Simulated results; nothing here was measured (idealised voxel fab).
The following is a process module called voxel released beams.
Cross-section cut spans 255 nm and uses square cells 5 nm in size.
When this document writes out a cross-section, it uses a grid of square cells and lists it as bands, beginning at the top and moving down, with a band standing for one or more rows of cells. Quick guide to a band line: top height, bottom height (nm) up front; then every material left to right with its width in nm. Only one material and it's marked "edge to edge"? Then it fills the band edge to edge. And "blank" just means empty space. We count height from 0. Below that, the starting wafer is all one material. The lowest band never ends at the bottom but goes on down; see "0 nm and below" for how that is written. Width: "30->40" (first number = top row, second number = bottom row, same change from row to row of cells). Where a step carries "nothing was modified", the cross-section came out of it unchanged, cell for cell. The label "Closed internal voids" introduces a list of the empty spaces, 8 cells or larger, that have no open way up to the top; each entry in it reads width x height at distance, where the distance is taken from the left edge and all three are stated in nm. If you see something after the settings on a step's line, that's the simulator's own remark about that step. "overlay nm" answers the question of how far to the right of plan the mask lay on a step that has a mask, and when it is negative the answer is to the left.

# List of planned process steps
1,RECEIVE (material Si)
2,CONFORMAL_DEP (material SiN; thk nm 5)
3,DIRECTIONAL_DEP (material SiO2; thk nm 20)
4,MASKED_ETCH (tone open; mask id ANCHOR; width nm 40; etch materials SiO2; depth nm 20; overlay nm 0)
5,CONFORMAL_DEP (material TiN; thk nm 15)
6,DIRECTIONAL_DEP (material aC; thk nm 10)
7,PATTERN (tone cover; mask id BEAM; material resist; width nm 85; thk nm 25; overlay nm 0)
8,DIRECTIONAL_ETCH (etch materials aC; depth nm 10)
9,STRIP (etch materials resist)
10,DIRECTIONAL_ETCH (etch materials TiN; depth nm 15)
11,STRIP (etch materials aC)
12,STRIP (etch materials SiO2)

# Incoming wafer in cross-section (state: after step 1)
  0 nm and below | Si edge to edge
  Closed internal voids: none

# The cross-section shown corresponds to the wafer at the conclusion of the module. The initial structure and the process plan are those presented above; however, one mistake occurred in executing the plan
  55 nm to 40 nm | 80 nm blank | 85 nm TiN | 90 nm blank
  40 nm to 25 nm | TiN edge to edge
  25 nm to 5 nm | 85 nm SiO2 | 40 nm TiN | 130 nm SiO2
  5 nm to 0 nm | SiN edge to edge
  0 nm and below | Si edge to edge
  Closed internal voids: none
Misprocessing identified: plan step 5 was twice executed
